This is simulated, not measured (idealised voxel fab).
The document below concerns the process module designated voxel transistor to metal.
cross-section cut | 180 nm wide | cells 5 nm
Notation: cross-section as square-cell grid; stated in bands, top first, going down; one or more cell rows per band.
This entry defines a band. It first specifies the height of the band's top and the height of its bottom in nm, and then specifies the band's materials from left to right, stating each material with its width in nm. The word "edge to edge" identifies a single material that fills the band from edge to edge, while the word "empty" identifies empty space.
The level at which height equals 0 is the one under which the wafer, as it arrives, is entirely one material. No lower edge exists for the bottom band, which continues downward and is notated as in "0 -> down".
It should be noted that a width expressed as "30..40" varies in equal increments from row to row of cells within the band, taking the value of the first number at the top row and that of the second number at the bottom row.
"remained unchanged" for a step: no cell of the cross-section changed in that step.
What "Closed internal voids" gives you is every empty space of 8 cells or more that is cut off from the top. Each appears as width x height at distance, with the distance taken from the left edge and width, height and distance all in nm.
It should be noted that, on the line of a given step, the content following the step's settings is a remark produced by the simulator itself with respect to that step.
overlay nm, on a step with a mask: how far to the right of its planned place the mask lay; to the left if negative
List of planned process steps
| 1 | RECEIVE [material Si] |
| 2 | OXIDIZE [depth nm 5] |
| 3 | CONFORMAL_DEP [material SiN] [thk nm 10] |
| 4 | DIRECTIONAL_DEP [material aC] [thk nm 15] |
| 5 | PATTERN [tone cover] [mask id ACTIVE] [material resist] [width nm 125] [thk nm 35] [overlay nm 0] |
| 6 | DIRECTIONAL_ETCH [etch materials aC] [depth nm 15] |
| 7 | STRIP [etch materials resist] |
| 8 | DIRECTIONAL_ETCH [etch materials SiN] [depth nm 10] |
| 9 | DIRECTIONAL_ETCH [etch materials SiO2] [depth nm 5] |
| 10 | DIRECTIONAL_ETCH [etch materials Si] [depth nm 35] |
| 11 | STRIP [etch materials aC] |
| 12 | OXIDIZE [depth nm 5] |
| 13 | FILL_DEP [material SiO2] [thk nm 5] |
| 14 | CMP [height nm 10] |
| 15 | SELECTIVE_ETCH [etch materials SiO2] [depth nm 5] |
| 16 | STRIP [etch materials SiN] |
| 17 | SELECTIVE_ETCH [etch materials SiO2] [depth nm 5] |
| 18 | OXIDIZE [depth nm 5] |
| 19 | DIRECTIONAL_DEP [material polySi] [thk nm 25] |
| 20 | DIRECTIONAL_DEP [material SiCN] [thk nm 15] |
| 21 | DIRECTIONAL_DEP [material aC] [thk nm 10] |
| 22 | PATTERN [tone cover] [mask id GATE] [material resist] [width nm 35] [thk nm 30] [overlay nm 0] |
| 23 | DIRECTIONAL_ETCH [etch materials aC] [depth nm 10] |
| 24 | STRIP [etch materials resist] |
| 25 | DIRECTIONAL_ETCH [etch materials SiCN] [depth nm 25] |
| 26 | DIRECTIONAL_ETCH [etch materials polySi] [depth nm 35] |
| 27 | STRIP [etch materials aC] |
| 28 | CONFORMAL_DEP [material SiN] [thk nm 5] |
| 29 | DIRECTIONAL_ETCH [etch materials SiN] [depth nm 5] |
| 30 | DIRECTIONAL_ETCH [etch materials SiO2] [depth nm 5] |
| 31 | DIRECTIONAL_ETCH [etch materials Si] [depth nm 5] |
| 32 | EPI [material pSi] [thk nm 10] |
| 33 | FILL_DEP [material SiO2] [thk nm 10] |
| 34 | CMP [height nm 20] |
| 35 | STRIP [etch materials polySi] |
| 36 | SELECTIVE_ETCH [etch materials SiO2] [depth nm 5] |
| 37 | CONFORMAL_DEP [material HfO2] [thk nm 5] |
| 38 | CONFORMAL_DEP [material TiN] [thk nm 5] |
| 39 | FILL_DEP [material W] [thk nm 10] |
| 40 | CMP [height nm 15] |
| 41 | DIRECTIONAL_DEP [material SiO2] [thk nm 10] |
| 42 | MASKED_ETCH [tone open] [mask id CONTACT] [width nm 15] [pitch nm 90] [etch materials SiO2] [depth nm 30] [overlay nm 0] |
| 43 | CONFORMAL_DEP [material TiN] [thk nm 5] |
| 44 | FILL_DEP [material W] [thk nm 5] |
| 45 | CMP [height nm 25] |
| 46 | CONFORMAL_DEP [material SiN] [thk nm 5] |
| 47 | DIRECTIONAL_DEP [material lowk] [thk nm 20] |
| 48 | PATTERN [tone open] [mask id METAL_1] [material resist] [width nm 15] [pitch nm 90] [thk nm 15] [overlay nm 0] |
| 49 | DIRECTIONAL_ETCH [etch materials lowk] [depth nm 20] |
| 50 | DIRECTIONAL_ETCH [etch materials SiN] [depth nm 5] |
| 51 | STRIP [etch materials resist] |
| 52 | CONFORMAL_DEP [material TiN] [thk nm 5] |
| 53 | FILL_DEP [material Cu] [thk nm 5] |
| 54 | CMP [height nm 50] |
| 55 | EPI [material Ru] [thk nm 5] |
| 56 | FILL_DEP [material SiCN] [thk nm 5] |
As-received state of the wafer in cross-section, equivalent to post-step 1
* 0 -> down = Si edge to edge
* Closed internal voids: none
Cross-section: first of two wafers, module finished, run according to plan
* 60 -> 55 = SiCN edge to edge
* 55 -> 50 = 30 of SiCN / 25 of Ru / 65 of SiCN / 25 of Ru / 35 of SiCN
* 50 -> 30 = 35 of lowk / 5 of TiN / 5 of Cu / 5 of TiN / 75 of lowk / 5 of TiN / 5 of Cu / 5 of TiN / 40 of lowk
* 30 -> 25 = 35 of SiN / 15 of TiN / 75 of SiN / 15 of TiN / 40 of SiN
* 25 -> 15 = 35 of SiO2 / 5 of TiN / 5 of W / 5 of TiN / 75 of SiO2 / 5 of TiN / 5 of W / 5 of TiN / 40 of SiO2
* 15 -> 0 = 35 of SiO2 / 5 of TiN / 5 of W / 5 of TiN / 15 of SiO2 / 5 of SiN / 5 of HfO2 / 5 of TiN / 15 of W / 5 of TiN / 5 of HfO2 / 5 of SiN / 15 of SiO2 / 5 of TiN / 5 of W / 5 of TiN / 40 of SiO2
* 0 -> -5 = 20 of SiO2 / 5 of SiN / 10 of SiO2 / 15 of TiN / 5 of SiO2 / 10 of pSi / 5 of SiN / 5 of HfO2 / 25 of TiN / 5 of HfO2 / 5 of SiN / 10 of pSi / 5 of SiO2 / 15 of TiN / 10 of SiO2 / 5 of SiN / 25 of SiO2
* -5 -> -10 = 25 of SiO2 / 40 of pSi / 45 of HfO2 / 40 of pSi / 30 of SiO2
* -10 -> -15 = 30 of SiO2 / 35 of pSi / 45 of Si / 35 of pSi / 35 of SiO2
* -15 -> -45 = 30 of SiO2 / 115 of Si / 35 of SiO2
* -45 -> down = Si edge to edge
* Closed internal voids: none
This cross-section belongs to the second wafer of two at the end of the module; the start and the plan were shared with the first, and the run included one mistake
* 60 -> 55 = SiCN edge to edge
* 55 -> 50 = 30 of SiCN / 25 of Ru / 65 of SiCN / 25 of Ru / 35 of SiCN
* 50 -> 30 = 35 of lowk / 5 of TiN / 5 of Cu / 5 of TiN / 75 of lowk / 5 of TiN / 5 of Cu / 5 of TiN / 40 of lowk
* 30 -> 25 = 35 of SiN / 15 of TiN / 75 of SiN / 15 of TiN / 40 of SiN
* 25 -> 15 = 35 of SiO2 / 5 of TiN / 5 of Cu / 5 of TiN / 75 of SiO2 / 5 of TiN / 5 of Cu / 5 of TiN / 40 of SiO2
* 15 -> 0 = 35 of SiO2 / 5 of TiN / 5 of Cu / 5 of TiN / 15 of SiO2 / 5 of SiN / 5 of HfO2 / 5 of TiN / 15 of W / 5 of TiN / 5 of HfO2 / 5 of SiN / 15 of SiO2 / 5 of TiN / 5 of Cu / 5 of TiN / 40 of SiO2
* 0 -> -5 = 20 of SiO2 / 5 of SiN / 10 of SiO2 / 15 of TiN / 5 of SiO2 / 10 of pSi / 5 of SiN / 5 of HfO2 / 25 of TiN / 5 of HfO2 / 5 of SiN / 10 of pSi / 5 of SiO2 / 15 of TiN / 10 of SiO2 / 5 of SiN / 25 of SiO2
* -5 -> -10 = 25 of SiO2 / 40 of pSi / 45 of HfO2 / 40 of pSi / 30 of SiO2
* -10 -> -15 = 30 of SiO2 / 35 of pSi / 45 of Si / 35 of pSi / 35 of SiO2
* -15 -> -45 = 30 of SiO2 / 115 of Si / 35 of SiO2
* -45 -> down = Si edge to edge
* Closed internal voids: none
Error vs. plan: step 44 was run on a setting that differed from the plan, and what really ran there is FILL_DEP [material Cu] [thk nm 5]
Final tally in cells, some materials are higher or lower on the second wafer than on the first: Cu: 10 more, W: 10 fewer
